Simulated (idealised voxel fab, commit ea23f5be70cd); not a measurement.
The name of this process module is voxel self aligned contacts.
210 nm wide, 5 nm square cells: that's cross-section cut.
Heads up, the way a cross-section reads in here is a grid of square cells, handed over as bands from the top down, with every band being one or more rows of cells.
What a band's entry tells you: where the top is and where the bottom is, as heights in nm, and after that what lies inside, material by material from left to right, each with its width in nm. Empty space is written as the word "empty", and a single material marked with the word "all across" occupies the band from edge to edge.
Measure heights from 0. That's the level where, below it, the as-received wafer is all one material. The lowest band is bottomless and extends downward; write it as in "0 nm and below".
Read "30->40" as a graded width: first number on top, second number at the bottom, same change between each pair of neighbouring rows.
"remains unaltered" means the step left every cell of the cross-section as it was.
Each empty space that has no open way to the top and spans at least 8 cells appears under "Voids, sealed" as width x height at distance, the distance counted from the left edge, all in nm.
What comes after the settings on a step's line is commentary from the simulator itself on that step.
You can add "overlay nm" to a step's line. For a step with a mask, it describes how far the mask lay to the right of its planned position, and a negative number describes a lay to the left.
# The planned process steps are enumerated hereunder
- 1: RECEIVE (material Si)
- 2: CONFORMAL_DEP (material SiO2; thk nm 5)
- 3: DIRECTIONAL_DEP (material polySi; thk nm 20)
- 4: DIRECTIONAL_DEP (material SiN; thk nm 25)
- 5: PATTERN (tone cover; mask id GATE; material resist; width nm 25; pitch nm 65; thk nm 20; overlay nm 0)
- 6: DIRECTIONAL_ETCH (etch materials SiN; depth nm 25)
- 7: DIRECTIONAL_ETCH (etch materials polySi; depth nm 20)
- 8: STRIP (etch materials resist)
- 9: CONFORMAL_DEP (material SiN; thk nm 10)
- 10: DIRECTIONAL_ETCH (etch materials SiN; depth nm 10)
- 11: FILL_DEP (material SiO2; thk nm 15)
- 12: CMP (height nm 60)
- 13: PATTERN (tone open; mask id CONTACT; material resist; width nm 50; thk nm 20; overlay nm 0)
- 14: DIRECTIONAL_ETCH (etch materials SiO2; depth nm 60)
- 15: STRIP (etch materials resist)
- 16: CONFORMAL_DEP (material TiN; thk nm 5)
- 17: FILL_DEP (material W; thk nm 10)
- 18: CMP (height nm 60)
- 19: CONFORMAL_DEP (material SiCN; thk nm 5)
# Wafer at receipt (post step 1), cross-section
* 0 nm and below  Si all across
* Voids, sealed: none
# Result of the module, cross-sectioned: start per above, plan per above, one error in how it was run
* 65 nm to 60 nm  SiCN all across
* 60 nm to 50 nm  SiO2 80 nm / TiN 5->20 nm / W 40->10 nm / TiN 5->20 nm / SiO2 80 nm
* 50 nm to 25 nm  SiO2 50 nm / SiN 45 nm / TiN 5 nm / W 10 nm / TiN 5 nm / SiN 45 nm / SiO2 50 nm
* 25 nm to 20 nm  SiO2 95 nm / TiN 20 nm / SiO2 95 nm
* 20 nm to 0 nm  polySi all across
* 0 nm and below  Si all across
* Voids, sealed: none
Heads up, the wafer didn't run the way we planned it: order of steps 2 and 3 inverted relative to the plan
